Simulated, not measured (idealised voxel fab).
voxel quadruple lines: a process module
It is cross-section cut that appears here, measuring 245 nm in width, its square cells being 5 nm in size.
Notation: cross-section as square-cell grid; stated in bands, top first, going down; one or more cell rows per band. Top height, bottom height, nm. Materials left to right, width each, nm. Single material + "all across" = fills band edge to edge. "blank" = empty. The level at which height equals 0 is the one under which the wafer, as it arrives, is entirely one material. No lower edge exists for the bottom band, which continues downward and is notated as in "0 -> down". The expression "30..40" gives the width at the extremes of the band, the first number at its top row of cells and the second at its bottom row, with the width changing by equal amounts from each row to the next in between. For the purposes of this document, the phrase "no alteration" attached to a step denotes that no cell within the cross-section was modified by that step. Empty spaces counting at least 8 cells and having no open way to the top are listed in "Trapped cavities". The notation width x height at distance is used for each, the distance being from the left edge and all three values in nm. It should be noted that, on the line of a given step, the content following the step's settings is a remark produced by the simulator itself with respect to that step. overlay nm: where the mask lay relative to plan, measured to the right, on steps with a mask; negatives go left.

## The steps planned for the process are as follows
step 1: RECEIVE: material Si
step 2: CONFORMAL_DEP: material Al2O3, thk nm 5
step 3: DIRECTIONAL_DEP: material Ru, thk nm 10
step 4: DIRECTIONAL_DEP: material polySi, thk nm 15
step 5: DIRECTIONAL_DEP: material aC, thk nm 25
step 6: PATTERN: tone cover, mask id MANDREL, material resist, width nm 35, pitch nm 100, thk nm 30, overlay nm 0
step 7: DIRECTIONAL_ETCH: etch materials aC, depth nm 25
step 8: STRIP: etch materials resist
step 9: CONFORMAL_DEP: material SiO2, thk nm 15
step 10: DIRECTIONAL_ETCH: etch materials SiO2, depth nm 15
step 11: STRIP: etch materials aC
step 12: DIRECTIONAL_ETCH: etch materials polySi, depth nm 15
step 13: STRIP: etch materials SiO2
step 14: CONFORMAL_DEP: material SiN, thk nm 10
step 15: DIRECTIONAL_ETCH: etch materials SiN, depth nm 10
step 16: STRIP: etch materials polySi
step 17: DIRECTIONAL_ETCH: etch materials Ru, depth nm 5
step 18: STRIP: etch materials SiN
step 19: FILL_DEP: material SiO2, thk nm 5
step 20: CMP: height nm 15
The value of depth nm given for step 17 in the plan refers to the first wafer; the wafers vary in this setting and are alike at the start.

## Cross-section: the first of several wafers in its as-received state, i.e. following step 1
	0 -> down: Si all across
	Trapped cavities: none

## Each row below is a wafer at the end of the module, listing for every material the number of cells it has gained (+) or lost (-) since it was received, followed by its closed voids
depth nm 5, +49 Al2O3, +65 Ru, +33 SiO2, Trapped cavities: none
depth nm 10, +49 Al2O3, +32 Ru, +66 SiO2, Trapped cavities: none
depth nm 15, +49 Al2O3, +32 Ru, +66 SiO2, Trapped cavities: none
depth nm 20, +49 Al2O3, +32 Ru, +66 SiO2, Trapped cavities: none
depth nm 25, +49 Al2O3, +32 Ru, +66 SiO2, Trapped cavities: none
